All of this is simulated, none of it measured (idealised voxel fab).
The following process module bears the name voxel gate over fins.
The figure presents cross-section cut, which has a width of 290 nm and is divided into square cells with an edge length of 5 nm.
Cross-section layout: square cells on a grid; listed as bands, top to bottom; a band spans one or more cell rows. Read a band's entry like this: the first values are the height of its top and the height of its bottom in nm, and what follows is the sequence of materials from left to right, each with its width in nm. Note that "empty" is empty space, and that a single material marked "all across" reaches across the band from edge to edge. The level at which height equals 0 is the one under which the wafer, as it arrives, is entirely one material. No lower edge exists for the bottom band, which continues downward and is notated as in "0..down". Width spec "30 to 40" -> top row of cells at first value, bottom row at second value, equal per-row change in between. "changes: none" -> step changed no cross-section cell. Closed empty spaces (no open way to the top) of 8 cells or more are what "Fully enclosed voids" lists, each as width x height at distance from the left edge, nm for all three. That trailing text on a step's line, after the settings, is the simulator's own remark on the step. The optional step-line setting "overlay nm" applies to steps with a mask and quantifies how far to the right of its planned location the mask lay, a negative value indicating leftward placement.

[The following list gives the planned process steps]
1. RECEIVE with material Si
2. CONFORMAL_DEP with material SiN, thk nm 5
3. PATTERN with tone cover, mask id FINS, material resist, width nm 15, pitch nm 35, thk nm 20, overlay nm 0
4. DIRECTIONAL_ETCH with etch materials SiN, depth nm 5
5. DIRECTIONAL_ETCH with etch materials Si, depth nm 35
6. STRIP with etch materials resist
7. FILL_DEP with material SiO2, thk nm 5
8. CMP with height nm 5
9. SELECTIVE_ETCH with etch materials SiO2, depth nm 20
10. STRIP with etch materials SiN
11. CONFORMAL_DEP with material HfO2, thk nm 5
12. CONFORMAL_DEP with material TiN, thk nm 5
13. CONFORMAL_DEP with material TiAl, thk nm 5
14. CONFORMAL_DEP with material TiN, thk nm 5
15. FILL_DEP with material W, thk nm 10
16. CMP with height nm 25
17. CONFORMAL_DEP with material SiCN, thk nm 5

[As-received state of the wafer in cross-section, equivalent to post-step 1]
    0..down  Si all across
    Fully enclosed voids: none

[The first of two wafers, cross-sectioned at the end of the module, with the run proceeding as planned]
    30..25  SiCN all across
    25..20  W all across
    20..15  W 80, then TiN 125, then W 85
    15..10  W 80, then TiN 5, then TiAl 115, then TiN 5, then W 85
    10..5  W 80, then TiN 5, then TiAl 5, then TiN 105, then TiAl 5, then TiN 5, then W 85
    5..0  TiN 85, then TiAl 5, then TiN 5, then HfO2 25, then TiN 10, then HfO2 25, then TiN 10, then HfO2 25, then TiN 5, then TiAl 5, then TiN 90
    0..-5  TiAl 90, then TiN 5, then HfO2 5, then Si 15, then HfO2 5, then TiN 10, then HfO2 5, then Si 15, then HfO2 5, then TiN 10, then HfO2 5, then Si 15, then HfO2 5, then TiN 5, then TiAl 95
    -5..-10  TiN 95, then HfO2 5, then Si 15, then HfO2 5, then TiN 10, then HfO2 5, then Si 15, then HfO2 5, then TiN 10, then HfO2 5, then Si 15, then HfO2 5, then TiN 100
    -10..-15  HfO2 100, then Si 15, then HfO2 20, then Si 15, then HfO2 20, then Si 15, then HfO2 105
    -15..-35  SiO2 100, then Si 15, then SiO2 20, then Si 15, then SiO2 20, then Si 15, then SiO2 105
    -35..down  Si all across
    Fully enclosed voids: none

[Here is the second of the two wafers cut open at the end of the module - same start, same plan as the first one, but we made one mistake running it]
    30..25  SiCN all across
    25..15  W all across
    15..10  W 85, then TiN 115, then W 90
    10..5  W 85, then TiN 5, then TiAl 105, then TiN 5, then W 90
    5..0  W 85, then TiN 5, then TiAl 5, then HfO2 25, then TiAl 10, then HfO2 25, then TiAl 10, then HfO2 25, then TiAl 5, then TiN 5, then W 90
    0..-5  TiN 90, then TiAl 5, then HfO2 5, then Si 15, then HfO2 5, then TiAl 10, then HfO2 5, then Si 15, then HfO2 5, then TiAl 10, then HfO2 5, then Si 15, then HfO2 5, then TiAl 5, then TiN 95
    -5..-10  TiAl 95, then HfO2 5, then Si 15, then HfO2 5, then TiAl 10, then HfO2 5, then Si 15, then HfO2 5, then TiAl 10, then HfO2 5, then Si 15, then HfO2 5, then TiAl 100
    -10..-15  HfO2 100, then Si 15, then HfO2 20, then Si 15, then HfO2 20, then Si 15, then HfO2 105
    -15..-35  SiO2 100, then Si 15, then SiO2 20, then Si 15, then SiO2 20, then Si 15, then SiO2 105
    -35..down  Si all across
    Fully enclosed voids: none
Error vs. plan: step 12 of the plan never got run, it was skipped over
Count the cells at the end and the second wafer has more or fewer of some materials than the first: TiAl: 12 more, TiN: 76 fewer, W: 64 more
